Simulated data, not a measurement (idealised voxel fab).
Process module, titled voxel gate over fins
The figure presents cross-section cut, which has a width of 210 nm and is divided into square cells with an edge length of 5 nm.
Cross-section layout: square cells on a grid; listed as bands, top to bottom; a band spans one or more cell rows. Heads up on the band format: heights come first, top then bottom, in nm. After that it's the materials left to right, each with its width in nm. A single material flagged "throughout" fills the whole band edge to edge, and "empty" means there's empty space there. It should be noted that heights are counted from 0, beneath which the wafer as supplied is of one material throughout, and that the lowest band possesses no lower boundary but continues downward, as written in "0 nm and below". When a width is written as two numbers, as in "30 to 40", the first number is the width in the top row of cells of the band and the second is the width in its bottom row, and the width changes by the same amount from each row to the next. What does "all unchanged" mean for a step? It means no cell of the cross-section changed in that step. The entry "Sealed cavities" lists the empty spaces that cover at least 8 cells and have no open path to the top. Each is written as width x height at distance, where the distance is measured from the left edge and all three values are in nm. Whatever follows a step's settings on its line is a remark the simulator itself makes about that step. "overlay nm" denotes, for a step that has a mask, the displacement of the mask to the right of its planned place, with negative values corresponding to the left.

These are the steps we planned for the process
| 1 | RECEIVE,material Si |
| 2 | CONFORMAL_DEP,material SiN,thk nm 10 |
| 3 | PATTERN,tone cover,mask id FINS,material resist,width nm 15,pitch nm 45,thk nm 15,overlay nm 0 |
| 4 | DIRECTIONAL_ETCH,etch materials SiN,depth nm 10 |
| 5 | DIRECTIONAL_ETCH,etch materials Si,depth nm 40 |
| 6 | STRIP,etch materials resist |
| 7 | OXIDIZE,depth nm 5 |
| 8 | FILL_DEP,material SiO2,thk nm 5 |
| 9 | CMP,height nm 10 |
| 10 | SELECTIVE_ETCH,etch materials SiO2,depth nm 20 |
| 11 | STRIP,etch materials SiN |
| 12 | CONFORMAL_DEP,material HfO2,thk nm 5 |
| 13 | CONFORMAL_DEP,material TiN,thk nm 5 |
| 14 | FILL_DEP,material W,thk nm 10 |
| 15 | CMP,height nm 15 |
| 16 | CONFORMAL_DEP,material SiCN,thk nm 10 |

Incoming wafer, cross-sectional view, post step 1
> 0 nm and below = Si throughout
> Sealed cavities: none

Module complete - cross-section of the first of two wafers, run according to plan
> 25 nm to 15 nm = SiCN throughout
> 15 nm to 10 nm = W throughout
> 10 nm to 5 nm = W 45; TiN 25; W 20; TiN 25; W 20; TiN 25; W 50
> 5 nm to 0 nm = W 45; TiN 5; HfO2 15; TiN 5; W 20; TiN 5; HfO2 15; TiN 5; W 20; TiN 5; HfO2 15; TiN 5; W 50
> 0 nm to -5 nm = TiN 50; HfO2 5; Si 5; HfO2 5; TiN 30; HfO2 5; Si 5; HfO2 5; TiN 30; HfO2 5; Si 5; HfO2 5; TiN 55
> -5 nm to -10 nm = HfO2 55; Si 5; HfO2 40; Si 5; HfO2 40; Si 5; HfO2 60
> -10 nm to -45 nm = SiO2 55; Si 5; SiO2 40; Si 5; SiO2 40; Si 5; SiO2 60
> -45 nm and below = Si throughout
> Sealed cavities: none

The second wafer, shown in cross-section after the module: started the same way as the first and given the same plan, yet one mistake crept into how it was run
> 25 nm to 15 nm = SiCN throughout
> 15 nm to 10 nm = W throughout
> 10 nm to 5 nm = W 40; TiN 35; W 10; TiN 35; W 10; TiN 35; W 45
> 5 nm to 0 nm = W 40; TiN 5; HfO2 25; TiN 5; W 10; TiN 5; HfO2 25; TiN 5; W 10; TiN 5; HfO2 25; TiN 5; W 45
> 0 nm to -5 nm = TiN 45; HfO2 5; Si 15; HfO2 5; TiN 20; HfO2 5; Si 15; HfO2 5; TiN 20; HfO2 5; Si 15; HfO2 5; TiN 50
> -5 nm to -10 nm = HfO2 50; Si 15; HfO2 30; Si 15; HfO2 30; Si 15; HfO2 55
> -10 nm to -45 nm = SiO2 50; Si 15; SiO2 30; Si 15; SiO2 30; Si 15; SiO2 55
> -45 nm and below = Si throughout
> Sealed cavities: none
Nonconformance to the process plan: step 3, actual vs plan mismatch, actual run PATTERN,tone cover,mask id FINS,material resist,width nm 25,pitch nm 45,thk nm 15,overlay nm 0
Final tally in cells, some materials are higher or lower on the second wafer than on the first: 54 more of Si | 42 fewer of SiO2 | 12 fewer of W
